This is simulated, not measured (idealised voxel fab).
Herein follows the process module entitled voxel gate over fins.
Shown is cross-section cut, with a width of 215 nm and square cells of size 5 nm.
Cross-section format: a grid of square cells, given as bands from top to bottom; each band is one or more rows of cells.
Heights first: top, then bottom, in nm. Then materials, left to right, each with a width in nm. "all across" on a single material: fills the band edge to edge. "air": empty space.
Convention: height 0 is the level below which the wafer, as received, is all one material. The lowest band does not terminate at the bottom but continues downward, represented as "0 down".
The width entry "30 to 40" should be interpreted row by row: the top row of cells in the band takes the first number, the bottom row takes the second number, and the change between adjacent rows is uniform throughout.
The cross-section has no changed cell in any step marked "nothing was modified".
"Enclosed empty spaces" specifies each empty space that is not open to the top and that occupies no fewer than 8 cells, using the form width x height at distance, the distance measured from the left edge and all three quantities in nm.
after a step's settings: what the simulator itself notes on the step
overlay nm: right-of-plan distance of the mask on a masked step; negative values mean left-of-plan.
[Planned process steps]
1 RECEIVE, material Si
2 CONFORMAL_DEP, material SiN, thk nm 10
3 DIRECTIONAL_DEP, material aC, thk nm 10
4 PATTERN, tone cover, mask id FINS, material resist, width nm 15, pitch nm 40, thk nm 30, overlay nm 0
5 DIRECTIONAL_ETCH, etch materials aC, depth nm 10
6 STRIP, etch materials resist
7 DIRECTIONAL_ETCH, etch materials SiN, depth nm 10
8 DIRECTIONAL_ETCH, etch materials Si, depth nm 30
9 STRIP, etch materials aC
10 OXIDIZE, depth nm 5
11 FILL_DEP, material SiO2, thk nm 5
12 CMP, height nm 10
13 SELECTIVE_ETCH, etch materials SiO2, depth nm 20
14 STRIP, etch materials SiN
15 CONFORMAL_DEP, material HfO2, thk nm 5
16 CONFORMAL_DEP, material TiN, thk nm 5
17 FILL_DEP, material W, thk nm 10
18 CMP, height nm 15
19 CONFORMAL_DEP, material SiCN, thk nm 5
[Wafer at receipt (post step 1), cross-section]
> 0 down  Si all across
> Enclosed empty spaces: none
[Here's the cross-section of the first of our two wafers at the end of the module - it ran as planned]
> 20 to 15  SiCN all across
> 15 to 10  W all across
> 10 to 5  55 nm W | 25 nm TiN | 15 nm W | 25 nm TiN | 15 nm W | 25 nm TiN | 55 nm W
> 5 to 0  55 nm W | 5 nm TiN | 15 nm HfO2 | 5 nm TiN | 15 nm W | 5 nm TiN | 15 nm HfO2 | 5 nm TiN | 15 nm W | 5 nm TiN | 15 nm HfO2 | 5 nm TiN | 55 nm W
> 0 to -5  60 nm TiN | 5 nm HfO2 | 5 nm Si | 5 nm HfO2 | 25 nm TiN | 5 nm HfO2 | 5 nm Si | 5 nm HfO2 | 25 nm TiN | 5 nm HfO2 | 5 nm Si | 5 nm HfO2 | 60 nm TiN
> -5 to -10  65 nm HfO2 | 5 nm Si | 35 nm HfO2 | 5 nm Si | 35 nm HfO2 | 5 nm Si | 65 nm HfO2
> -10 to -35  65 nm SiO2 | 5 nm Si | 35 nm SiO2 | 5 nm Si | 35 nm SiO2 | 5 nm Si | 65 nm SiO2
> -35 down  Si all across
> Enclosed empty spaces: none
[Cross-sectional view: second of two wafers, end of module; start and plan identical to the first, one mistake in running]
> 20 to 15  SiCN all across
> 15 to 5  W all across
> 5 to 0  60 nm W | 15 nm TiN | 25 nm W | 15 nm TiN | 25 nm W | 15 nm TiN | 60 nm W
> 0 to -5  60 nm W | 5 nm TiN | 5 nm Si | 5 nm TiN | 25 nm W | 5 nm TiN | 5 nm Si | 5 nm TiN | 25 nm W | 5 nm TiN | 5 nm Si | 5 nm TiN | 60 nm W
> -5 to -10  65 nm TiN | 5 nm Si | 35 nm TiN | 5 nm Si | 35 nm TiN | 5 nm Si | 65 nm TiN
> -10 to -35  65 nm SiO2 | 5 nm Si | 35 nm SiO2 | 5 nm Si | 35 nm SiO2 | 5 nm Si | 65 nm SiO2
> -35 down  Si all across
> Enclosed empty spaces: none
Nonconformance to the process plan: yeah, step 15 of the plan got skipped, never ran
Cell-count delta at end, second wafer over first, by material: -55 HfO2, +55 W
